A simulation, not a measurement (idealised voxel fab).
The following process module bears the name voxel local oxidation.
Shown is cross-section cut, with a width of 270 nm and square cells of size 5 nm.
A cross-section is written here as square cells arranged in a grid, and it is given in bands from the top down, each band taking up one or more rows of cells. The band entry comprises the height of the band's top followed by the height of its bottom, expressed in nm, and subsequently the band's materials from left to right, each stated together with its width in nm. Where a single material is marked with the word "edge to edge", that material fills the band from edge to edge. The word "blank" represents empty space. It should be noted that heights are counted from 0, beneath which the wafer as supplied is of one material throughout, and that the lowest band possesses no lower boundary but continues downward, as written in "0 -> down". Read "30->40" as a graded width: first number on top, second number at the bottom, same change between each pair of neighbouring rows. Key: "stayed the same" - step with no changed cell in the cross-section. Basically, "Entrapped void list" tells you about the enclosed voids: empty spaces with no open way to the top, 8 cells or bigger, each written width x height at distance, where distance is from the left edge, all in nm. Where a step's line continues beyond its settings, the continuation is a remark by the simulator itself on that step. If you see "overlay nm" on a step's line and that step has a mask, it's telling you how far right of where it was planned the mask ended up; a negative number means it went left instead.
List of planned process steps
1: RECEIVE, material Si
2: OXIDIZE, depth nm 5
3: CONFORMAL_DEP, material SiN, thk nm 10
4: MASKED_ETCH, tone cover, mask id ACTIVE, width nm 100, etch materials SiN, depth nm 10, overlay nm 0
5: SELECTIVE_ETCH, etch materials SiO2, depth nm 5
6: OXIDIZE, depth nm 15
7: STRIP, etch materials SiN
First wafer out of two, processed as planned
Incoming wafer, cross-sectional view, post step 1
	0 -> down | Si edge to edge
	Entrapped void list: none
Cross-section of the wafer after step 2
	0 -> -5 | SiO2 edge to edge
	Below -5, the layers are the same as they were.
Cross-section of the wafer after step 3
	10 -> 0 | SiN edge to edge
	Below 0, the layers are the same as they were.
Cross-section of the wafer after step 4
	10 -> 0 | blank (85), SiN (100), blank (85)
	Below 0, the layers are the same as they were.
Cross-section of the wafer after step 5
	10 -> 0 | blank (85), SiN (100), blank (85)
	0 -> -5 | blank (90), SiO2 (90), blank (90)
	Below -5, the layers are the same as they were.
Cross-section of the wafer after step 6
	10 -> 0 | blank (85), SiN (100), blank (85)
	0 -> -5 | blank (90), SiO2 (90), blank (90)
	-5 -> -20 | SiO2 (105), Si (60), SiO2 (105)
	Below -20, the layers are the same as they were.
Cross-section of the wafer after step 7
	0 -> -5 | blank (90), SiO2 (90), blank (90)
	Below -5, the layers are the same as they were.
The second wafer: identical to the first at the outset and in its planned sequence, differing only in that one mistake was made during processing; up to and including step 5, its path is the first wafer's path
Cross-section of the second wafer when, according to plan, step 6 should have finished
	0 -> -5 | blank (90), SiO2 (90), blank (90)
	Below -5, the layers are the same as they were.
Cross-section of the second wafer when, according to plan, step 7 should have finished
	0 -> -5 | blank (90), SiO2 (90), blank (90)
	-5 -> -20 | SiO2 (105), Si (60), SiO2 (105)
	Below -20, the layers are the same as they were.
The plan and the run diverged here: the run placed steps 6 and 7 each in the position the plan gave to the other
Since the two wafers finish with cross-sections that are the same, nothing this model computes is changed by the mistake.
